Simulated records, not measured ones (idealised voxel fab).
Process module under the name voxel transistor to metal
Section shown: cut. Width: 180 nm. Cell size: 5 nm, square.
Heads up, the way a cross-section reads in here is a grid of square cells, handed over as bands from the top down, with every band being one or more rows of cells. Heights first: top, then bottom, in nm. Then materials, left to right, each with a width in nm. "everywhere" on a single material: fills the band edge to edge. "empty": empty space. A quick word on heights: they are counted from 0, and under that level the wafer as it came to us is one material throughout. The lowest band is different from the rest in having no bottom; it simply continues downward, written as in "0 and below". The notation "30->40" denotes a width that varies across the rows of cells in the band, beginning at the first number in the top row, finishing at the second number in the bottom row, and changing by an identical amount from each row to the next. The designation "left unchanged", where it is given for a processing step, indicates that no cell of the cross-section was altered in the course of that step. Entry "Sealed-off cavities" = empty spaces >= 8 cells with no open way to the top; each as width x height at distance, distance from left edge, all nm. Post-settings text on a step line: simulator's own remark regarding the step. When a step includes a mask, the "overlay nm" setting on its line states how far to the right of its planned place that mask lay, and negative values state how far to the left.

### Here's what the planned process steps look like
1: op RECEIVE | material Si
2: op OXIDIZE | depth nm 5
3: op CONFORMAL_DEP | material SiN | thk nm 15
4: op DIRECTIONAL_DEP | material aC | thk nm 10
5: op PATTERN | tone cover | mask id ACTIVE | material resist | width nm 100 | thk nm 25 | overlay nm 0
6: op DIRECTIONAL_ETCH | etch materials aC | depth nm 10
7: op STRIP | etch materials resist
8: op DIRECTIONAL_ETCH | etch materials SiN | depth nm 15
9: op DIRECTIONAL_ETCH | etch materials SiO2 | depth nm 5
10: op DIRECTIONAL_ETCH | etch materials Si | depth nm 30
11: op STRIP | etch materials aC
12: op FILL_DEP | material SiO2 | thk nm 5
13: op CMP | height nm 15
14: op SELECTIVE_ETCH | etch materials SiO2 | depth nm 15
15: op STRIP | etch materials SiN
16: op SELECTIVE_ETCH | etch materials SiO2 | depth nm 5
17: op OXIDIZE | depth nm 5
18: op DIRECTIONAL_DEP | material polySi | thk nm 30
19: op DIRECTIONAL_DEP | material SiCN | thk nm 15
20: op PATTERN | tone cover | mask id GATE | material resist | width nm 20 | thk nm 20 | overlay nm 0
21: op DIRECTIONAL_ETCH | etch materials SiCN | depth nm 25
22: op DIRECTIONAL_ETCH | etch materials polySi | depth nm 40
23: op STRIP | etch materials resist
24: op CONFORMAL_DEP | material SiO2 | thk nm 5
25: op DIRECTIONAL_ETCH | etch materials SiO2 | depth nm 5
26: op CONFORMAL_DEP | material SiN | thk nm 10
27: op DIRECTIONAL_ETCH | etch materials SiN | depth nm 10
28: op DIRECTIONAL_ETCH | etch materials SiO2 | depth nm 5
29: op EPI | material SiGe | thk nm 5
30: op FILL_DEP | material SiO2 | thk nm 10
31: op CMP | height nm 40
32: op DIRECTIONAL_DEP | material SiO2 | thk nm 15
33: op MASKED_ETCH | tone open | mask id CONTACT | width nm 30 | pitch nm 60 | etch materials SiO2 | depth nm 60 | overlay nm 0
34: op CONFORMAL_DEP | material TiN | thk nm 5
35: op FILL_DEP | material W | thk nm 10
36: op CMP | height nm 55
37: op CONFORMAL_DEP | material SiCN | thk nm 5
38: op DIRECTIONAL_DEP | material lowk | thk nm 20
39: op MASKED_ETCH | tone open | mask id METAL_1 | width nm 15 | pitch nm 75 | etch materials lowk | depth nm 20 | overlay nm 0
40: op MASKED_ETCH | tone open | mask id METAL_1 | width nm 15 | pitch nm 75 | etch materials SiCN | depth nm 5 | overlay nm 0
41: op CONFORMAL_DEP | material TiN | thk nm 5
42: op FILL_DEP | material Cu | thk nm 5
43: op CMP | height nm 80
44: op EPI | material Ru | thk nm 5
45: op FILL_DEP | material SiCN | thk nm 5
46: op DIRECTIONAL_DEP | material lowk | thk nm 30
47: op MASKED_ETCH | tone open | mask id METAL_2 | width nm 15 | pitch nm 75 | etch materials lowk | depth nm 15 | overlay nm 0
48: op PATTERN | tone open | mask id METAL_2_HOLES | material resist | width nm 15 | pitch nm 75 | thk nm 20 | overlay nm 0
49: op DIRECTIONAL_ETCH | etch materials lowk | depth nm 15
50: op DIRECTIONAL_ETCH | etch materials SiCN | depth nm 5
51: op STRIP | etch materials resist
52: op CONFORMAL_DEP | material TiN | thk nm 5
53: op FILL_DEP | material Cu | thk nm 10
54: op CMP | height nm 120
55: op CONFORMAL_DEP | material SiCN | thk nm 5

### Cross-section of the wafer upon arrival, representing the state reached after step 1
0 and below: Si everywhere
Sealed-off cavities: none

### Below is the wafer in cross-section after the module was completed. It began from the starting point shown above and followed the plan shown above, except that one mistake was made while running it
125 down to 120: SiCN everywhere
120 down to 90: lowk 45, TiN 5, Cu 5, TiN 5, lowk 60, TiN 5, Cu 5, TiN 5, lowk 45
90 down to 85: SiCN 45, TiN 15, SiCN 60, TiN 15, SiCN 45
85 down to 80: SiCN 40, Ru 25, SiCN 50, Ru 25, SiCN 40
80 down to 60: lowk 45, TiN 5, Cu 5, TiN 5, lowk 60, TiN 5, Cu 5, TiN 5, lowk 45
60 down to 55: SiCN 45, TiN 15, SiCN 60, TiN 15, SiCN 45
55 down to 45: SiO2 45, TiN 5, W 20, TiN 5, SiO2 30, TiN 5, W 20, TiN 5, SiO2 45
45 down to 40: SiO2 45, TiN 5, W 10, TiN 15, SiO2 30, TiN 15, W 10, TiN 5, SiO2 45
40 down to 30: SiO2 45, TiN 5, W 10, TiN 5, SiN 10, SiO2 5, SiCN 20, SiO2 5, SiN 10, TiN 5, W 10, TiN 5, SiO2 45
30 down to 5: SiO2 45, TiN 5, W 10, TiN 5, SiN 10, SiO2 5, polySi 20, SiO2 5, SiN 10, TiN 5, W 10, TiN 5, SiO2 45
5 down to 0: SiO2 45, TiN 20, SiN 10, SiO2 5, polySi 20, SiO2 5, SiN 10, TiN 20, SiO2 45
0 down to -5: SiO2 30, SiN 10, SiO2 5, SiGe 20, SiO2 50, SiGe 20, SiO2 5, SiN 10, SiO2 30
-5 down to -10: SiO2 50, Si 80, SiO2 50
-10 down to -35: SiO2 40, Si 100, SiO2 40
-35 and below: Si everywhere
Sealed-off cavities: none
Diagnosis: note: step 15 <-> step 16, run order reversed vs plan
